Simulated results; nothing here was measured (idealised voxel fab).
process module | voxel transistor to metal
The cross-section on display is named cut; it measures 290 nm wide, and its cells are 5 nm squares.
Cross-section, as written here: a square-cell grid given band by band from the top down, where a band holds one or more rows of cells. Quick guide to a band line: top height, bottom height (nm) up front; then every material left to right with its width in nm. Only one material and it's marked "throughout"? Then it fills the band edge to edge. And "air" just means empty space. Note: height 0 marks the level under which the wafer is uniformly one material as received. Lowest band unbounded below, written "top 0, no bottom". Note: "30 to 40" means the width goes from the first number (top row of the band) to the second number (bottom row) in equal steps per row of cells. Step note "nothing changed" = no cross-section cell changed. If an empty space has no open way to the top and is at least 8 cells in size, "Enclosed void listing" lists it, written width x height at distance, where distance is measured from the left edge and every value is in nm. Where a step's line continues beyond its settings, the continuation is a remark by the simulator itself on that step. overlay nm: where the mask lay relative to plan, measured to the right, on steps with a mask; negatives go left.

-- Steps planned for the process
| 1 | RECEIVE with material Si |
| 2 | CONFORMAL_DEP with material SiO2, thk nm 5 |
| 3 | CONFORMAL_DEP with material SiN, thk nm 10 |
| 4 | PATTERN with tone cover, mask id ACTIVE, material resist, width nm 105, pitch nm 130, thk nm 15, overlay nm 0 |
| 5 | DIRECTIONAL_ETCH with etch materials SiN, depth nm 10 |
| 6 | DIRECTIONAL_ETCH with etch materials SiO2, depth nm 5 |
| 7 | DIRECTIONAL_ETCH with etch materials Si, depth nm 20 |
| 8 | STRIP with etch materials resist |
| 9 | FILL_DEP with material SiO2, thk nm 10 |
| 10 | CMP with height nm 15 |
| 11 | SELECTIVE_ETCH with etch materials SiO2, depth nm 10 |
| 12 | STRIP with etch materials SiN |
| 13 | SELECTIVE_ETCH with etch materials SiO2, depth nm 5 |
| 14 | OXIDIZE with depth nm 5 |
| 15 | DIRECTIONAL_DEP with material polySi, thk nm 20 |
| 16 | DIRECTIONAL_DEP with material SiCN, thk nm 15 |
| 17 | DIRECTIONAL_DEP with material aC, thk nm 10 |
| 18 | PATTERN with tone cover, mask id GATE, material resist, width nm 25, pitch nm 130, thk nm 30, overlay nm 0 |
| 19 | DIRECTIONAL_ETCH with etch materials aC, depth nm 10 |
| 20 | STRIP with etch materials resist |
| 21 | DIRECTIONAL_ETCH with etch materials SiCN, depth nm 25 |
| 22 | DIRECTIONAL_ETCH with etch materials polySi, depth nm 30 |
| 23 | STRIP with etch materials aC |
| 24 | CONFORMAL_DEP with material SiO2, thk nm 5 |
| 25 | DIRECTIONAL_ETCH with etch materials SiO2, depth nm 5 |
| 26 | CONFORMAL_DEP with material SiN, thk nm 5 |
| 27 | DIRECTIONAL_ETCH with etch materials SiN, depth nm 5 |
| 28 | DIRECTIONAL_ETCH with etch materials SiO2, depth nm 5 |
| 29 | EPI with material SiGe, thk nm 5 |
| 30 | FILL_DEP with material SiO2, thk nm 10 |
| 31 | CMP with height nm 20 |
| 32 | STRIP with etch materials polySi |
| 33 | SELECTIVE_ETCH with etch materials SiO2, depth nm 5 |
| 34 | CONFORMAL_DEP with material HfO2, thk nm 5 |
| 35 | CONFORMAL_DEP with material TiN, thk nm 5 |
| 36 | FILL_DEP with material W, thk nm 10 |
| 37 | CMP with height nm 15 |
| 38 | DIRECTIONAL_DEP with material SiO2, thk nm 10 |
| 39 | DIRECTIONAL_DEP with material aC, thk nm 15 |
| 40 | PATTERN with tone open, mask id CONTACT, material resist, width nm 15, thk nm 30, overlay nm 0 |
| 41 | DIRECTIONAL_ETCH with etch materials aC, depth nm 15 |
| 42 | STRIP with etch materials resist |
| 43 | DIRECTIONAL_ETCH with etch materials SiO2, depth nm 25 |
| 44 | STRIP with etch materials aC |
| 45 | CONFORMAL_DEP with material TiN, thk nm 5 |
| 46 | FILL_DEP with material Ru, thk nm 10 |
| 47 | CMP with height nm 25 |
| 48 | CONFORMAL_DEP with material SiN, thk nm 5 |
| 49 | DIRECTIONAL_DEP with material SiO2, thk nm 20 |
| 50 | MASKED_ETCH with tone open, mask id METAL_1, width nm 15, etch materials SiO2, depth nm 20, overlay nm 0 |
| 51 | MASKED_ETCH with tone open, mask id METAL_1, width nm 15, etch materials SiN, depth nm 5, overlay nm 0 |
| 52 | CONFORMAL_DEP with material TiN, thk nm 5 |
| 53 | FILL_DEP with material Cu, thk nm 10 |
| 54 | CMP with height nm 50 |
| 55 | CONFORMAL_DEP with material SiCN, thk nm 5 |
| 56 | DIRECTIONAL_DEP with material lowk, thk nm 25 |
| 57 | MASKED_ETCH with tone open, mask id METAL_2, width nm 15, pitch nm 130, etch materials lowk, depth nm 15, overlay nm 0 |
| 58 | MASKED_ETCH with tone open, mask id METAL_2_HOLES, width nm 15, pitch nm 130, etch materials lowk, depth nm 10, overlay nm 0 |
| 59 | MASKED_ETCH with tone open, mask id METAL_2_HOLES, width nm 15, pitch nm 130, etch materials SiCN, depth nm 5, overlay nm 0 |
| 60 | CONFORMAL_DEP with material TiN, thk nm 5 |
| 61 | FILL_DEP with material Cu, thk nm 10 |
| 62 | CMP with height nm 80 |
| 63 | CONFORMAL_DEP with material SiCN, thk nm 5 |

-- The cross-section here shows the wafer as received, i.e. in its state after step 1
- top 0, no bottom = Si throughout
- Enclosed void listing: none

-- Starting structure and process plan are as shown above, but one mistake was made in running the module; the wafer cross-section at the end of the module follows
- top 85, bottom 80 = SiCN throughout
- top 80, bottom 55 = 35 of lowk | 5 of TiN | 5 of Cu | 5 of TiN | 115 of lowk | 5 of TiN | 5 of Cu | 5 of TiN | 110 of lowk
- top 55, bottom 50 = 35 of SiCN | 15 of TiN | 115 of SiCN | 15 of TiN | 110 of SiCN
- top 50, bottom 30 = 35 of SiO2 | 5 of TiN | 5 of Cu | 5 of TiN | 55 of SiO2 | 5 of TiN | 5 of Cu | 5 of TiN | 45 of SiO2 | 5 of TiN | 5 of Cu | 5 of TiN | 55 of SiO2 | 5 of TiN | 5 of Cu | 5 of TiN | 40 of SiO2
- top 30, bottom 25 = 35 of SiN | 15 of TiN | 55 of SiN | 15 of TiN | 45 of SiN | 15 of TiN | 55 of SiN | 15 of TiN | 40 of SiN
- top 25, bottom 15 = 35 of SiO2 | 5 of TiN | 5 of Ru | 5 of TiN | 55 of SiO2 | 5 of TiN | 5 of Ru | 5 of TiN | 45 of SiO2 | 5 of TiN | 5 of Ru | 5 of TiN | 55 of SiO2 | 5 of TiN | 5 of Ru | 5 of TiN | 40 of SiO2
- top 15, bottom 5 = 35 of SiO2 | 5 of TiN | 5 of Ru | 5 of TiN | 5 of SiO2 | 5 of SiN | 5 of HfO2 | 5 of TiN | 15 of W | 5 of TiN | 5 of HfO2 | 5 of SiN | 5 of SiO2 | 5 of TiN | 5 of Ru | 5 of TiN | 45 of SiO2 | 5 of TiN | 5 of Ru | 5 of TiN | 5 of SiO2 | 5 of SiN | 5 of HfO2 | 5 of TiN | 15 of W | 5 of TiN | 5 of HfO2 | 5 of SiN | 5 of SiO2 | 5 of TiN | 5 of Ru | 5 of TiN | 40 of SiO2
- top 5, bottom 0 = 35 of SiO2 | 15 of TiN | 5 of SiO2 | 5 of SiN | 5 of HfO2 | 25 of TiN | 5 of HfO2 | 5 of SiN | 5 of SiO2 | 15 of TiN | 45 of SiO2 | 15 of TiN | 5 of SiO2 | 5 of SiN | 5 of HfO2 | 25 of TiN | 5 of HfO2 | 5 of SiN | 5 of SiO2 | 15 of TiN | 40 of SiO2
- top 0, bottom -5 = 25 of SiO2 | 30 of SiGe | 5 of SiO2 | 35 of HfO2 | 5 of SiO2 | 30 of SiGe | 25 of SiO2 | 30 of SiGe | 5 of SiO2 | 35 of HfO2 | 5 of SiO2 | 30 of SiGe | 30 of SiO2
- top -5, bottom -10 = 30 of SiO2 | 95 of Si | 35 of SiO2 | 95 of Si | 35 of SiO2
- top -10, bottom -20 = 25 of SiO2 | 105 of Si | 25 of SiO2 | 105 of Si | 30 of SiO2
- top -20, no bottom = Si throughout
- Enclosed void listing: none
Finding, execution versus plan: step 2 from the plan never happened, it was just skipped
